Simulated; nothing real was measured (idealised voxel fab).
process module | voxel wiring stack
cross-section cut | 140 nm wide | cells 5 nm
A cross-section is a grid of square cells, given in bands from the top down. A band is one or more rows of cells.
Each band's line starts with the height of the band's top and of its bottom, in nm. Then come its materials from left to right, each with its width in nm. One material with "throughout" fills the band from edge to edge. "air" is empty space.
Height 0 is the level under which the wafer as received is all one material. The lowest band goes on downwards, as in "0 down".
A width such as "30 to 40" changes by the same amount from each row of cells to the next, from the band's top row to its bottom row.
"no change" after a step means that no cell of the cross-section changed.
closed voids: empty space of 8 cells or more with no open way to the top, each as width x height at its distance from the left edge, in nm
after a step's settings: what the simulator itself notes on the step
overlay nm, on a step with a mask: how far to the right of its planned place the mask lay; to the left if negative
plan
1 op RECEIVE | material Si
2 op CONFORMAL_DEP | material SiO2 | thk nm 10
3 op CONFORMAL_DEP | material SiCN | thk nm 5
4 op DIRECTIONAL_DEP | material SiO2 | thk nm 25
5 op MASKED_ETCH | tone open | mask id METAL_1 | width nm 20 | pitch nm 35 | etch materials SiO2 | depth nm 25 | overlay nm 0
6 op MASKED_ETCH | tone open | mask id METAL_1 | width nm 20 | pitch nm 35 | etch materials SiCN | depth nm 5 | overlay nm 0
7 op CONFORMAL_DEP | material TiN | thk nm 5
8 op FILL_DEP | material W | thk nm 10
9 op CMP | height nm 40
10 op EPI | material Ru | thk nm 5
11 op FILL_DEP | material SiCN | thk nm 5
12 op DIRECTIONAL_DEP | material lowk | thk nm 10
13 op PATTERN | tone open | mask id PLUG_1 | material resist | width nm 15 | pitch nm 70 | thk nm 20 | overlay nm 0
14 op DIRECTIONAL_ETCH | etch materials lowk | depth nm 10
15 op DIRECTIONAL_ETCH | etch materials SiCN | depth nm 5
16 op STRIP | etch materials resist
17 op CONFORMAL_DEP | material TiN | thk nm 5
18 op FILL_DEP | material W | thk nm 5
19 op CMP | height nm 60
20 op DIRECTIONAL_DEP | material TiN | thk nm 5
21 op DIRECTIONAL_DEP | material Ru | thk nm 20
22 op MASKED_ETCH | tone cover | mask id METAL_2 | width nm 20 | pitch nm 35 | etch materials Ru | depth nm 20 | overlay nm 0
23 op MASKED_ETCH | tone cover | mask id METAL_2 | width nm 20 | pitch nm 35 | etch materials TiN | depth nm 5 | overlay nm 0
24 op CONFORMAL_DEP | material SiN | thk nm 5
25 op FILL_DEP | material lowk | thk nm 10
26 op CMP | height nm 85
27 op CONFORMAL_DEP | material SiCN | thk nm 5
28 op DIRECTIONAL_DEP | material SiO2 | thk nm 35
29 op PATTERN | tone open | mask id METAL_3 | material resist | width nm 20 | pitch nm 35 | thk nm 15 | overlay nm 0
30 op DIRECTIONAL_ETCH | etch materials SiO2 | depth nm 20
31 op STRIP | etch materials resist
32 op PATTERN | tone open | mask id METAL_3_HOLES | material resist | width nm 15 | pitch nm 35 | thk nm 15 | overlay nm 0
33 op DIRECTIONAL_ETCH | etch materials SiO2 | depth nm 15
34 op DIRECTIONAL_ETCH | etch materials SiCN | depth nm 5
35 op STRIP | etch materials resist
36 op CONFORMAL_DEP | material TiN | thk nm 5
37 op FILL_DEP | material Cu | thk nm 10
38 op CMP | height nm 125
39 op CONFORMAL_DEP | material SiN | thk nm 5
first wafer, as planned
as received, after step 1
  0 down: Si throughout
  closed voids: none
after step 2
  10 to 0: SiO2 throughout
  below 0: unchanged
after step 3
  15 to 10: SiCN throughout
  below 10: unchanged
after step 4
  40 to 15: SiO2 throughout
  below 15: unchanged
after step 5
  40 to 15: SiO2 25 | air 20 | SiO2 15 | air 20 | SiO2 15 | air 20 | SiO2 25
  below 15: unchanged
after step 6
  40 to 15: SiO2 25 | air 20 | SiO2 15 | air 20 | SiO2 15 | air 20 | SiO2 25
  15 to 10: SiCN 25 | air 20 | SiCN 15 | air 20 | SiCN 15 | air 20 | SiCN 25
  below 10: unchanged
after step 7
  45 to 40: TiN 30 | air 10 | TiN 25 | air 10 | TiN 25 | air 10 | TiN 30
  40 to 15: SiO2 25 | TiN 5 | air 10 | TiN 5 | SiO2 15 | TiN 5 | air 10 | TiN 5 | SiO2 15 | TiN 5 | air 10 | TiN 5 | SiO2 25
  15 to 10: SiCN 25 | TiN 20 | SiCN 15 | TiN 20 | SiCN 15 | TiN 20 | SiCN 25
  below 10: unchanged
after step 8
  55 to 45: W throughout
  45 to 40: TiN 30 | W 10 | TiN 25 | W 10 | TiN 25 | W 10 | TiN 30
  40 to 15: SiO2 25 | TiN 5 | W 10 | TiN 5 | SiO2 15 | TiN 5 | W 10 | TiN 5 | SiO2 15 | TiN 5 | W 10 | TiN 5 | SiO2 25
  below 15: unchanged
after step 9
  40 to 15: SiO2 25 | TiN 5 | W 10 | TiN 5 | SiO2 15 | TiN 5 | W 10 | TiN 5 | SiO2 15 | TiN 5 | W 10 | TiN 5 | SiO2 25
  below 15: unchanged
after step 10
  45 to 40: air 20 | Ru 30 | air 5 | Ru 30 | air 5 | Ru 30 | air 20
  below 40: unchanged
after step 11
  50 to 45: SiCN throughout
  45 to 40: SiCN 20 | Ru 30 | SiCN 5 | Ru 30 | SiCN 5 | Ru 30 | SiCN 20
  below 40: unchanged
after step 12
  60 to 50: lowk throughout
  below 50: unchanged
after step 13
  80 to 60: resist 25 | air 15 | resist 55 | air 15 | resist 30
  below 60: unchanged
after step 14
  80 to 60: resist 25 | air 15 | resist 55 | air 15 | resist 30
  60 to 50: lowk 25 | air 15 | lowk 55 | air 15 | lowk 30
  below 50: unchanged
after step 15
  80 to 60: resist 25 | air 15 | resist 55 | air 15 | resist 30
  60 to 50: lowk 25 | air 15 | lowk 55 | air 15 | lowk 30
  50 to 45: SiCN 25 | air 15 | SiCN 55 | air 15 | SiCN 30
  below 45: unchanged
after step 16
  60 to 50: lowk 25 | air 15 | lowk 55 | air 15 | lowk 30
  below 50: unchanged
after step 17
  65 to 60: TiN 30 | air 5 | TiN 65 | air 5 | TiN 35
  60 to 50: lowk 25 | TiN 5 | air 5 | TiN 5 | lowk 55 | TiN 5 | air 5 | TiN 5 | lowk 30
  50 to 45: SiCN 25 | TiN 15 | SiCN 55 | TiN 15 | SiCN 30
  below 45: unchanged
after step 18
  70 to 65: W throughout
  65 to 60: TiN 30 | W 5 | TiN 65 | W 5 | TiN 35
  60 to 50: lowk 25 | TiN 5 | W 5 | TiN 5 | lowk 55 | TiN 5 | W 5 | TiN 5 | lowk 30
  below 50: unchanged
after step 19
  60 to 50: lowk 25 | TiN 5 | W 5 | TiN 5 | lowk 55 | TiN 5 | W 5 | TiN 5 | lowk 30
  below 50: unchanged
after step 20
  65 to 60: TiN throughout
  below 60: unchanged
after step 21
  85 to 65: Ru throughout
  below 65: unchanged
after step 22
  85 to 65: air 25 | Ru 20 | air 15 | Ru 20 | air 15 | Ru 20 | air 25
  below 65: unchanged
after step 23
  85 to 65: air 25 | Ru 20 | air 15 | Ru 20 | air 15 | Ru 20 | air 25
  65 to 60: air 25 | TiN 20 | air 15 | TiN 20 | air 15 | TiN 20 | air 25
  below 60: unchanged
after step 24
  90 to 85: air 20 | SiN 30 | air 5 | SiN 30 | air 5 | SiN 30 | air 20
  85 to 65: air 20 | SiN 5 | Ru 20 | SiN 5 | air 5 | SiN 5 | Ru 20 | SiN 5 | air 5 | SiN 5 | Ru 20 | SiN 5 | air 20
  65 to 60: SiN 25 | TiN 20 | SiN 15 | TiN 20 | SiN 15 | TiN 20 | SiN 25
  below 60: unchanged
after step 25
  100 to 90: lowk throughout
  90 to 85: lowk 20 | SiN 30 | lowk 5 | SiN 30 | lowk 5 | SiN 30 | lowk 20
  85 to 65: lowk 20 | SiN 5 | Ru 20 | SiN 5 | lowk 5 | SiN 5 | Ru 20 | SiN 5 | lowk 5 | SiN 5 | Ru 20 | SiN 5 | lowk 20
  below 65: unchanged
after step 26
  85 to 65: lowk 20 | SiN 5 | Ru 20 | SiN 5 | lowk 5 | SiN 5 | Ru 20 | SiN 5 | lowk 5 | SiN 5 | Ru 20 | SiN 5 | lowk 20
  below 65: unchanged
after step 27
  90 to 85: SiCN throughout
  below 85: unchanged
after step 28
  125 to 90: SiO2 throughout
  below 90: unchanged
after step 29
  140 to 125: resist 25 | air 20 | resist 15 | air 20 | resist 15 | air 20 | resist 25
  below 125: unchanged
after step 30
  140 to 125: resist 25 | air 20 | resist 15 | air 20 | resist 15 | air 20 | resist 25
  125 to 105: SiO2 25 | air 20 | SiO2 15 | air 20 | SiO2 15 | air 20 | SiO2 25
  below 105: unchanged
after step 31
  125 to 105: SiO2 25 | air 20 | SiO2 15 | air 20 | SiO2 15 | air 20 | SiO2 25
  below 105: unchanged
after step 32
  140 to 125: resist 25 | air 15 | resist 20 | air 15 | resist 20 | air 15 | resist 30
  125 to 105: SiO2 25 | air 15 | resist 5 | SiO2 15 | air 15 | resist 5 | SiO2 15 | air 15 | resist 5 | SiO2 25
  below 105: unchanged
after step 33
  140 to 125: resist 25 | air 15 | resist 20 | air 15 | resist 20 | air 15 | resist 30
  125 to 105: SiO2 25 | air 15 | resist 5 | SiO2 15 | air 15 | resist 5 | SiO2 15 | air 15 | resist 5 | SiO2 25
  105 to 90: SiO2 25 | air 15 | SiO2 20 | air 15 | SiO2 20 | air 15 | SiO2 30
  below 90: unchanged
after step 34
  140 to 125: resist 25 | air 15 | resist 20 | air 15 | resist 20 | air 15 | resist 30
  125 to 105: SiO2 25 | air 15 | resist 5 | SiO2 15 | air 15 | resist 5 | SiO2 15 | air 15 | resist 5 | SiO2 25
  105 to 90: SiO2 25 | air 15 | SiO2 20 | air 15 | SiO2 20 | air 15 | SiO2 30
  90 to 85: SiCN 25 | air 15 | SiCN 20 | air 15 | SiCN 20 | air 15 | SiCN 30
  below 85: unchanged
after step 35
  125 to 105: SiO2 25 | air 20 | SiO2 15 | air 20 | SiO2 15 | air 20 | SiO2 25
  below 105: unchanged
after step 36
  130 to 125: TiN 30 | air 10 | TiN 25 | air 10 | TiN 25 | air 10 | TiN 30
  125 to 110: SiO2 25 | TiN 5 | air 10 | TiN 5 | SiO2 15 | TiN 5 | air 10 | TiN 5 | SiO2 15 | TiN 5 | air 10 | TiN 5 | SiO2 25
  110 to 105: SiO2 25 | TiN 5 | air 5 | TiN 10 | SiO2 15 | TiN 5 | air 5 | TiN 10 | SiO2 15 | TiN 5 | air 5 | TiN 10 | SiO2 25
  105 to 90: SiO2 25 | TiN 5 | air 5 | TiN 5 | SiO2 20 | TiN 5 | air 5 | TiN 5 | SiO2 20 | TiN 5 | air 5 | TiN 5 | SiO2 30
  90 to 85: SiCN 25 | TiN 15 | SiCN 20 | TiN 15 | SiCN 20 | TiN 15 | SiCN 30
  below 85: unchanged
after step 37
  140 to 130: Cu throughout
  130 to 125: TiN 30 | Cu 10 | TiN 25 | Cu 10 | TiN 25 | Cu 10 | TiN 30
  125 to 110: SiO2 25 | TiN 5 | Cu 10 | TiN 5 | SiO2 15 | TiN 5 | Cu 10 | TiN 5 | SiO2 15 | TiN 5 | Cu 10 | TiN 5 | SiO2 25
  110 to 105: SiO2 25 | TiN 5 | Cu 5 | TiN 10 | SiO2 15 | TiN 5 | Cu 5 | TiN 10 | SiO2 15 | TiN 5 | Cu 5 | TiN 10 | SiO2 25
  105 to 90: SiO2 25 | TiN 5 | Cu 5 | TiN 5 | SiO2 20 | TiN 5 | Cu 5 | TiN 5 | SiO2 20 | TiN 5 | Cu 5 | TiN 5 | SiO2 30
  below 90: unchanged
after step 38
  125 to 110: SiO2 25 | TiN 5 | Cu 10 | TiN 5 | SiO2 15 | TiN 5 | Cu 10 | TiN 5 | SiO2 15 | TiN 5 | Cu 10 | TiN 5 | SiO2 25
  below 110: unchanged
after step 39
  130 to 125: SiN throughout
  below 125: unchanged
second wafer: like start, like plan, one mistake. Through step 21 it matches the first wafer
when step 22 should have ended
  85 to 65: air 15 | Ru 20 | air 15 | Ru 20 | air 15 | Ru 20 | air 35
  below 65: unchanged
when step 23 should have ended
  85 to 65: air 15 | Ru 20 | air 15 | Ru 20 | air 15 | Ru 20 | air 35
  65 to 60: air 15 | TiN 30 | air 5 | TiN 30 | air 5 | TiN 30 | air 25
  below 60: unchanged
when step 24 should have ended
  90 to 85: air 10 | SiN 30 | air 5 | SiN 30 | air 5 | SiN 30 | air 30
  85 to 70: air 10 | SiN 5 | Ru 20 | SiN 5 | air 5 | SiN 5 | Ru 20 | SiN 5 | air 5 | SiN 5 | Ru 20 | SiN 5 | air 30
  70 to 65: air 10 | SiN 5 | Ru 20 | SiN 15 | Ru 20 | SiN 15 | Ru 20 | SiN 15 | air 20
  65 to 60: SiN 15 | TiN 30 | SiN 5 | TiN 30 | SiN 5 | TiN 30 | SiN 25
  below 60: unchanged
when step 25 should have ended
  100 to 90: lowk throughout
  90 to 85: lowk 10 | SiN 30 | lowk 5 | SiN 30 | lowk 5 | SiN 30 | lowk 30
  85 to 70: lowk 10 | SiN 5 | Ru 20 | SiN 5 | lowk 5 | SiN 5 | Ru 20 | SiN 5 | lowk 5 | SiN 5 | Ru 20 | SiN 5 | lowk 30
  70 to 65: lowk 10 | SiN 5 | Ru 20 | SiN 15 | Ru 20 | SiN 15 | Ru 20 | SiN 15 | lowk 20
  below 65: unchanged
when step 26 should have ended
  85 to 70: lowk 10 | SiN 5 | Ru 20 | SiN 5 | lowk 5 | SiN 5 | Ru 20 | SiN 5 | lowk 5 | SiN 5 | Ru 20 | SiN 5 | lowk 30
  below 70: unchanged
when step 27 should have ended
  90 to 85: SiCN throughout
  below 85: unchanged
when step 28 should have ended
  125 to 90: SiO2 throughout
  below 90: unchanged
when step 29 should have ended
  140 to 125: resist 25 | air 20 | resist 15 | air 20 | resist 15 | air 20 | resist 25
  below 125: unchanged
when step 30 should have ended
  140 to 125: resist 25 | air 20 | resist 15 | air 20 | resist 15 | air 20 | resist 25
  125 to 105: SiO2 25 | air 20 | SiO2 15 | air 20 | SiO2 15 | air 20 | SiO2 25
  below 105: unchanged
when step 31 should have ended
  125 to 105: SiO2 25 | air 20 | SiO2 15 | air 20 | SiO2 15 | air 20 | SiO2 25
  below 105: unchanged
when step 32 should have ended
  140 to 125: resist 25 | air 15 | resist 20 | air 15 | resist 20 | air 15 | resist 30
  125 to 105: SiO2 25 | air 15 | resist 5 | SiO2 15 | air 15 | resist 5 | SiO2 15 | air 15 | resist 5 | SiO2 25
  below 105: unchanged
when step 33 should have ended
  140 to 125: resist 25 | air 15 | resist 20 | air 15 | resist 20 | air 15 | resist 30
  125 to 105: SiO2 25 | air 15 | resist 5 | SiO2 15 | air 15 | resist 5 | SiO2 15 | air 15 | resist 5 | SiO2 25
  105 to 90: SiO2 25 | air 15 | SiO2 20 | air 15 | SiO2 20 | air 15 | SiO2 30
  below 90: unchanged
when step 34 should have ended
  140 to 125: resist 25 | air 15 | resist 20 | air 15 | resist 20 | air 15 | resist 30
  125 to 105: SiO2 25 | air 15 | resist 5 | SiO2 15 | air 15 | resist 5 | SiO2 15 | air 15 | resist 5 | SiO2 25
  105 to 90: SiO2 25 | air 15 | SiO2 20 | air 15 | SiO2 20 | air 15 | SiO2 30
  90 to 85: SiCN 25 | air 15 | SiCN 20 | air 15 | SiCN 20 | air 15 | SiCN 30
  below 85: unchanged
when step 35 should have ended
  125 to 105: SiO2 25 | air 20 | SiO2 15 | air 20 | SiO2 15 | air 20 | SiO2 25
  below 105: unchanged
when step 36 should have ended
  130 to 125: TiN 30 | air 10 | TiN 25 | air 10 | TiN 25 | air 10 | TiN 30
  125 to 110: SiO2 25 | TiN 5 | air 10 | TiN 5 | SiO2 15 | TiN 5 | air 10 | TiN 5 | SiO2 15 | TiN 5 | air 10 | TiN 5 | SiO2 25
  110 to 105: SiO2 25 | TiN 5 | air 5 | TiN 10 | SiO2 15 | TiN 5 | air 5 | TiN 10 | SiO2 15 | TiN 5 | air 5 | TiN 10 | SiO2 25
  105 to 90: SiO2 25 | TiN 5 | air 5 | TiN 5 | SiO2 20 | TiN 5 | air 5 | TiN 5 | SiO2 20 | TiN 5 | air 5 | TiN 5 | SiO2 30
  90 to 85: SiCN 25 | TiN 15 | SiCN 20 | TiN 15 | SiCN 20 | TiN 15 | SiCN 30
  below 85: unchanged
when step 37 should have ended
  140 to 130: Cu throughout
  130 to 125: TiN 30 | Cu 10 | TiN 25 | Cu 10 | TiN 25 | Cu 10 | TiN 30
  125 to 110: SiO2 25 | TiN 5 | Cu 10 | TiN 5 | SiO2 15 | TiN 5 | Cu 10 | TiN 5 | SiO2 15 | TiN 5 | Cu 10 | TiN 5 | SiO2 25
  110 to 105: SiO2 25 | TiN 5 | Cu 5 | TiN 10 | SiO2 15 | TiN 5 | Cu 5 | TiN 10 | SiO2 15 | TiN 5 | Cu 5 | TiN 10 | SiO2 25
  105 to 90: SiO2 25 | TiN 5 | Cu 5 | TiN 5 | SiO2 20 | TiN 5 | Cu 5 | TiN 5 | SiO2 20 | TiN 5 | Cu 5 | TiN 5 | SiO2 30
  below 90: unchanged
when step 38 should have ended
  125 to 110: SiO2 25 | TiN 5 | Cu 10 | TiN 5 | SiO2 15 | TiN 5 | Cu 10 | TiN 5 | SiO2 15 | TiN 5 | Cu 10 | TiN 5 | SiO2 25
  below 110: unchanged
when step 39 should have ended
  130 to 125: SiN throughout
  below 125: unchanged
what went wrong: step 22 ran as: op MASKED_ETCH | tone cover | mask id METAL_2 | width nm 20 | pitch nm 35 | etch materials Ru | depth nm 20 | overlay nm -10
at the end the second wafer has, in cells: 2 fewer of SiN | 6 more of TiN | 4 fewer of lowk
